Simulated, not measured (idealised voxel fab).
voxel double patterning: a process module
Square cells of 5 nm make up the cross-section cut, whose width is 195 nm.
Cross-sections here: square-cell grids, written as top-down lists of bands, a band being one or more rows of cells.
Top, bottom (nm), then materials left to right with widths (nm); lone material tagged "everywhere" fills the whole band edge to edge; "blank" = empty space.
Measure heights from 0. That's the level where, below it, the as-received wafer is all one material. The lowest band is bottomless and extends downward; write it as in "z 0 and below".
A width such as "30..40" changes by the same amount from each row of cells to the next, from the band's top row to its bottom row.
What does "no modifications" mean for a step? It means no cell of the cross-section changed in that step.
The list in "Enclosed cavity list" covers empty spaces of 8 cells or more that cannot reach the top through any open way, and it gives each as width x height at distance; the distance is from the left edge, and width, height and distance are in nm.
Step line, after settings: the simulator's comment on this step.
Among the settings permitted on a step's line is "overlay nm"; applied to a step with a mask, it specifies the extent to which the mask lay to the right of its planned position, whereas a negative figure signifies a position to the left.

THESE ARE THE STEPS WE PLANNED FOR THE PROCESS
1) op RECEIVE | material Si
2) op CONFORMAL_DEP | material SiO2 | thk nm 5
3) op DIRECTIONAL_DEP | material polySi | thk nm 10
4) op DIRECTIONAL_DEP | material SiCN | thk nm 10
5) op MASKED_ETCH | tone open | mask id FIRST | width nm 15 | pitch nm 50 | etch materials SiCN | depth nm 10 | overlay nm 0
6) op PATTERN | tone open | mask id SECOND | material resist | width nm 15 | thk nm 15 | overlay nm 0
7) op DIRECTIONAL_ETCH | etch materials SiCN | depth nm 10
8) op STRIP | etch materials resist
9) op DIRECTIONAL_ETCH | etch materials polySi | depth nm 10
10) op STRIP | etch materials SiCN

CROSS-SECTION OF THE INCOMING WAFER, STATE AFTER STEP 1
> z 0 and below  Si everywhere
> Enclosed cavity list: none

CROSS-SECTIONAL VIEW OF THE FIRST OF THE TWO WAFERS UPON COMPLETION OF THE MODULE, PROCESSED IN ACCORDANCE WITH THE PLAN
> z 15 to 5  polySi 65  blank 15  polySi 10  blank 15  polySi 10  blank 15  polySi 65
> z 5 to 0  SiO2 everywhere
> z 0 and below  Si everywhere
> Enclosed cavity list: none

SECOND WAFER AT THE END: LIKE START, LIKE PLAN, ONE MISTAKE
> z 15 to 10  polySi 65  blank 15  polySi 10  blank 15  polySi 10  blank 15  polySi 65
> z 10 to 5  polySi everywhere
> z 5 to 0  SiO2 everywhere
> z 0 and below  Si everywhere
> Enclosed cavity list: none
Heads up, the wafer didn't run the way we planned it: step 9 was run on a setting that differed from the plan, and what really ran there is op DIRECTIONAL_ETCH | etch materials polySi | depth nm 5
Cell-count delta at end, second wafer over first, by material: polySi +9
